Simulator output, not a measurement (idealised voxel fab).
process module | voxel wiring stack
cross-section cut | 210 nm wide | cells 5 nm
A cross-section is a grid of square cells, given in bands from the top down. A band is one or more rows of cells.
Each band's line starts with the height of the band's top and of its bottom, in nm. Then come its materials from left to right, each with its width in nm. One material with "throughout" fills the band from edge to edge. "air" is empty space.
Height 0 is the level under which the wafer as received is all one material. The lowest band goes on downwards, as in "0 down".
A width such as "30 to 40" changes by the same amount from each row of cells to the next, from the band's top row to its bottom row.
"no change" after a step means that no cell of the cross-section changed.
closed voids: empty space of 8 cells or more with no open way to the top, each as width x height at its distance from the left edge, in nm
after a step's settings: what the simulator itself notes on the step
overlay nm, on a step with a mask: how far to the right of its planned place the mask lay; to the left if negative
plan
1 op RECEIVE | material Si
2 op CONFORMAL_DEP | material SiO2 | thk nm 10
3 op DIRECTIONAL_DEP | material TiN | thk nm 5
4 op DIRECTIONAL_DEP | material W | thk nm 15
5 op PATTERN | tone cover | mask id METAL_1 | material resist | width nm 30 | pitch nm 60 | thk nm 15 | overlay nm 0
6 op DIRECTIONAL_ETCH | etch materials W | depth nm 15
7 op DIRECTIONAL_ETCH | etch materials TiN | depth nm 5
8 op STRIP | etch materials resist
9 op FILL_DEP | material SiO2 | thk nm 5
10 op CMP | height nm 30
11 op CONFORMAL_DEP | material SiCN | thk nm 5
12 op DIRECTIONAL_DEP | material SiO2 | thk nm 10
13 op DIRECTIONAL_DEP | material aC | thk nm 10
14 op PATTERN | tone open | mask id PLUG_1 | material resist | width nm 15 | pitch nm 60 | thk nm 25 | overlay nm 0
15 op DIRECTIONAL_ETCH | etch materials aC | depth nm 10
16 op STRIP | etch materials resist
17 op DIRECTIONAL_ETCH | etch materials SiO2 | depth nm 10
18 op DIRECTIONAL_ETCH | etch materials SiCN | depth nm 5
19 op STRIP | etch materials aC
20 op EPI | material Ru | thk nm 10
21 op EPI | material Ru | thk nm 5
22 op CONFORMAL_DEP | material SiN | thk nm 5
23 op DIRECTIONAL_DEP | material SiO2 | thk nm 15
24 op DIRECTIONAL_DEP | material aC | thk nm 15
25 op PATTERN | tone open | mask id METAL_2 | material resist | width nm 30 | pitch nm 60 | thk nm 30 | overlay nm 0
26 op DIRECTIONAL_ETCH | etch materials aC | depth nm 15
27 op STRIP | etch materials resist
28 op DIRECTIONAL_ETCH | etch materials SiO2 | depth nm 15
29 op DIRECTIONAL_ETCH | etch materials SiN | depth nm 5
30 op STRIP | etch materials aC
31 op CONFORMAL_DEP | material TiN | thk nm 5
32 op FILL_DEP | material W | thk nm 10
33 op CMP | height nm 65
34 op CONFORMAL_DEP | material SiCN | thk nm 5
35 op DIRECTIONAL_DEP | material lowk | thk nm 15
36 op DIRECTIONAL_DEP | material aC | thk nm 10
37 op PATTERN | tone open | mask id PLUG_2 | material resist | width nm 15 | pitch nm 60 | thk nm 25 | overlay nm 0
38 op DIRECTIONAL_ETCH | etch materials aC | depth nm 10
39 op STRIP | etch materials resist
40 op DIRECTIONAL_ETCH | etch materials lowk | depth nm 15
41 op DIRECTIONAL_ETCH | etch materials SiCN | depth nm 5
42 op STRIP | etch materials aC
43 op EPI | material Ru | thk nm 10
44 op EPI | material Ru | thk nm 10
45 op DIRECTIONAL_DEP | material TiN | thk nm 5
46 op DIRECTIONAL_DEP | material Ru | thk nm 15
47 op DIRECTIONAL_DEP | material aC | thk nm 10
48 op PATTERN | tone cover | mask id METAL_3 | material resist | width nm 30 | pitch nm 60 | thk nm 25 | overlay nm 0
49 op DIRECTIONAL_ETCH | etch materials aC | depth nm 10
50 op STRIP | etch materials resist
51 op DIRECTIONAL_ETCH | etch materials Ru | depth nm 15
52 op DIRECTIONAL_ETCH | etch materials TiN | depth nm 5
53 op STRIP | etch materials aC
54 op FILL_DEP | material lowk | thk nm 5
55 op CMP | height nm 105
56 op CONFORMAL_DEP | material SiCN | thk nm 5
57 op DIRECTIONAL_DEP | material SiO2 | thk nm 20
58 op MASKED_ETCH | tone open | mask id PLUG_3 | width nm 15 | pitch nm 120 | etch materials SiO2 | depth nm 20 | overlay nm 0
59 op MASKED_ETCH | tone open | mask id PLUG_3 | width nm 15 | pitch nm 120 | etch materials SiCN | depth nm 5 | overlay nm 0
60 op CONFORMAL_DEP | material TiN | thk nm 5
61 op FILL_DEP | material Cu | thk nm 5
62 op CMP | height nm 130
63 op DIRECTIONAL_DEP | material TiN | thk nm 5
64 op DIRECTIONAL_DEP | material W | thk nm 15
65 op PATTERN | tone cover | mask id METAL_4 | material resist | width nm 30 | pitch nm 60 | thk nm 15 | overlay nm 0
66 op DIRECTIONAL_ETCH | etch materials W | depth nm 15
67 op DIRECTIONAL_ETCH | etch materials TiN | depth nm 5
68 op STRIP | etch materials resist
69 op FILL_DEP | material lowk | thk nm 10
70 op CMP | height nm 150
71 op CONFORMAL_DEP | material SiCN | thk nm 5
as received, after step 1
  0 down: Si throughout
  closed voids: none
a wafer at the end: this start, this plan, one mistake
  155 to 150: SiCN throughout
  150 to 135: lowk 30 | W 30 | lowk 30 | W 30 | lowk 30 | W 30 | lowk 30
  135 to 130: lowk 30 | TiN 30 | lowk 30 | TiN 30 | lowk 30 | TiN 30 | lowk 30
  130 to 110: SiO2 30 | TiN 5 | Cu 5 | TiN 5 | SiO2 105 | TiN 5 | Cu 5 | TiN 5 | SiO2 45
  110 to 105: SiCN 30 | TiN 15 | SiCN 105 | TiN 15 | SiCN 45
  105 to 90: lowk 30 | Ru 30 | lowk 30 | Ru 30 | lowk 30 | Ru 30 | lowk 30
  90 to 85: lowk 30 | TiN 30 | lowk 30 | TiN 30 | lowk 30 | TiN 30 | lowk 30
  85 to 70: lowk 30 | Ru 15 | lowk 45 | Ru 15 | lowk 45 | Ru 15 | lowk 45
  70 to 65: SiCN 30 | Ru 15 | SiCN 45 | Ru 15 | SiCN 45 | Ru 15 | SiCN 45
  65 to 50: SiO2 30 | TiN 5 | W 25 | TiN 5 | SiO2 25 | TiN 5 | W 25 | TiN 5 | SiO2 25 | TiN 5 | W 25 | TiN 5 | SiO2 25
  50 to 45: SiN 30 | TiN 35 | SiN 25 | TiN 35 | SiN 25 | TiN 35 | SiN 25
  45 to 35: SiO2 30 | Ru 15 | SiO2 45 | Ru 15 | SiO2 45 | Ru 15 | SiO2 45
  35 to 30: SiCN 30 | Ru 15 | SiCN 45 | Ru 15 | SiCN 45 | Ru 15 | SiCN 45
  30 to 15: SiO2 30 | W 30 | SiO2 30 | W 30 | SiO2 30 | W 30 | SiO2 30
  15 to 10: SiO2 30 | TiN 30 | SiO2 30 | TiN 30 | SiO2 30 | TiN 30 | SiO2 30
  10 to 0: SiO2 throughout
  0 down: Si throughout
  closed voids: none
what went wrong: step 25 ran as: op PATTERN | tone open | mask id METAL_2 | material resist | width nm 35 | pitch nm 60 | thk nm 30 | overlay nm 0
